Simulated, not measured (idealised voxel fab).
Process module under the name voxel self aligned vias
Cross-section cut spans 280 nm and uses square cells 5 nm in size.
A cross-section is written here as square cells arranged in a grid, and it is given in bands from the top down, each band taking up one or more rows of cells.
Each band's line starts with the height of the band's top and of its bottom, in nm. Then come its materials from left to right, each with its width in nm. One material with "everywhere" fills the band from edge to edge. "air" is empty space.
Counting heights begins at 0, where everything beneath is, in the wafer as received, one material. The lowest band has no bottom; it goes on downwards, as "0 down" shows.
A width given as "30..40" starts at the first number in the band's top row and ends at the second number in its bottom row, shifting by an equal amount at every step from row to row.
"all unchanged" (step): cross-section cells unchanged, all of them.
"Sealed void listing" lists enclosed empty spaces (at least 8 cells, no open path upward to the top), each as width x height at distance from the left edge, in nm.
It should be noted that, on the line of a given step, the content following the step's settings is a remark produced by the simulator itself with respect to that step.
The optional step-line setting "overlay nm" applies to steps with a mask and quantifies how far to the right of its planned location the mask lay, a negative value indicating leftward placement.
Planned process steps:
1. RECEIVE | material Si
2. CONFORMAL_DEP | material SiO2 | thk nm 5
3. CONFORMAL_DEP | material SiCN | thk nm 5
4. DIRECTIONAL_DEP | material SiO2 | thk nm 25
5. PATTERN | tone open | mask id LINES | material resist | width nm 20 | pitch nm 50 | thk nm 15 | overlay nm 0
6. DIRECTIONAL_ETCH | etch materials SiO2 | depth nm 25
7. STRIP | etch materials resist
8. CONFORMAL_DEP | material TiN | thk nm 5
9. FILL_DEP | material Ru | thk nm 10
10. CMP | height nm 40
11. SELECTIVE_ETCH | etch materials W Ru TiN | depth nm 5
12. FILL_DEP | material SiN | thk nm 10
13. CMP | height nm 40
14. DIRECTIONAL_DEP | material SiO2 | thk nm 20
15. MASKED_ETCH | tone open | mask id VIAS | width nm 30 | pitch nm 50 | etch materials SiO2 | depth nm 20 | overlay nm 0
16. MASKED_ETCH | tone open | mask id VIAS | width nm 30 | pitch nm 50 | etch materials SiN | depth nm 5 | overlay nm 0
17. CONFORMAL_DEP | material TiN | thk nm 5
18. FILL_DEP | material W | thk nm 10
19. CMP | height nm 60
20. CONFORMAL_DEP | material SiCN | thk nm 5
The plan shows the thk nm of step 2 as the first wafer had it; this setting differs between the wafers, which start out alike.
Received wafers, first of several: cross-section after step 1:
	0 down  Si everywhere
	Sealed void listing: none
Wafer rows, end of module: cells per material gained (+) or lost (-) since receipt; closed voids last:
thk nm 5, +24 Ru, +112 SiCN, +38 SiN, +428 SiO2, +78 TiN, +48 W, Sealed void listing: none
thk nm 10, +18 Ru, +112 SiCN, +484 SiO2, +72 TiN, +42 W, Sealed void listing: none
thk nm 15, +12 Ru, +112 SiCN, +496 SiO2, +66 TiN, +42 W, Sealed void listing: none
thk nm 20, +6 Ru, +112 SiCN, +508 SiO2, +60 TiN, +42 W, Sealed void listing: none
thk nm 25, +112 SiCN, +520 SiO2, +54 TiN, +42 W, Sealed void listing: none
